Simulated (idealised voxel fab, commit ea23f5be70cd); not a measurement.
process module | voxel trench capacitor
cross-section cut | 240 nm wide | cells 5 nm
A cross-section is a grid of square cells, given in bands from the top down. A band is one or more rows of cells.
Each band's line starts with the height of the band's top and of its bottom, in nm. Then come its materials from left to right, each with its width in nm. One material with "throughout" fills the band from edge to edge. "air" is empty space.
Height 0 is the level under which the wafer as received is all one material. The lowest band goes on downwards, as in "0 down".
A width such as "30 to 40" changes by the same amount from each row of cells to the next, from the band's top row to its bottom row.
"no change" after a step means that no cell of the cross-section changed.
closed voids: empty space of 8 cells or more with no open way to the top, each as width x height at its distance from the left edge, in nm
after a step's settings: what the simulator itself notes on the step
overlay nm, on a step with a mask: how far to the right of its planned place the mask lay; to the left if negative
plan
1 op RECEIVE | material Si
2 op CONFORMAL_DEP | material SiN | thk nm 10
3 op MASKED_ETCH | tone open | mask id TRENCH | width nm 30 | pitch nm 60 | etch materials SiN | depth nm 10 | overlay nm 0
4 op MASKED_ETCH | tone open | mask id TRENCH | width nm 30 | pitch nm 60 | etch materials Si | depth nm 30 | overlay nm 0
5 op CONFORMAL_DEP | material Al2O3 | thk nm 5
6 op CONFORMAL_DEP | material TiN | thk nm 5
7 op FILL_DEP | material W | thk nm 10
8 op CMP | height nm 10
as received, after step 1
  0 down: Si throughout
  closed voids: none
a wafer at the end: this start, this plan, one mistake
  10 to 0: SiN 45 | Al2O3 5 | TiN 5 | W 10 | TiN 5 | Al2O3 5 | SiN 30 | Al2O3 5 | TiN 5 | W 10 | TiN 5 | Al2O3 5 | SiN 30 | Al2O3 5 | TiN 5 | W 10 | TiN 5 | Al2O3 5 | SiN 45
  0 to -50: Si 45 | Al2O3 5 | TiN 5 | W 10 | TiN 5 | Al2O3 5 | Si 30 | Al2O3 5 | TiN 5 | W 10 | TiN 5 | Al2O3 5 | Si 30 | Al2O3 5 | TiN 5 | W 10 | TiN 5 | Al2O3 5 | Si 45
  -50 to -55: Si 45 | Al2O3 5 | TiN 20 | Al2O3 5 | Si 30 | Al2O3 5 | TiN 20 | Al2O3 5 | Si 30 | Al2O3 5 | TiN 20 | Al2O3 5 | Si 45
  -55 to -60: Si 45 | Al2O3 30 | Si 30 | Al2O3 30 | Si 30 | Al2O3 30 | Si 45
  -60 down: Si throughout
  closed voids: none
what went wrong: step 4 was run twice
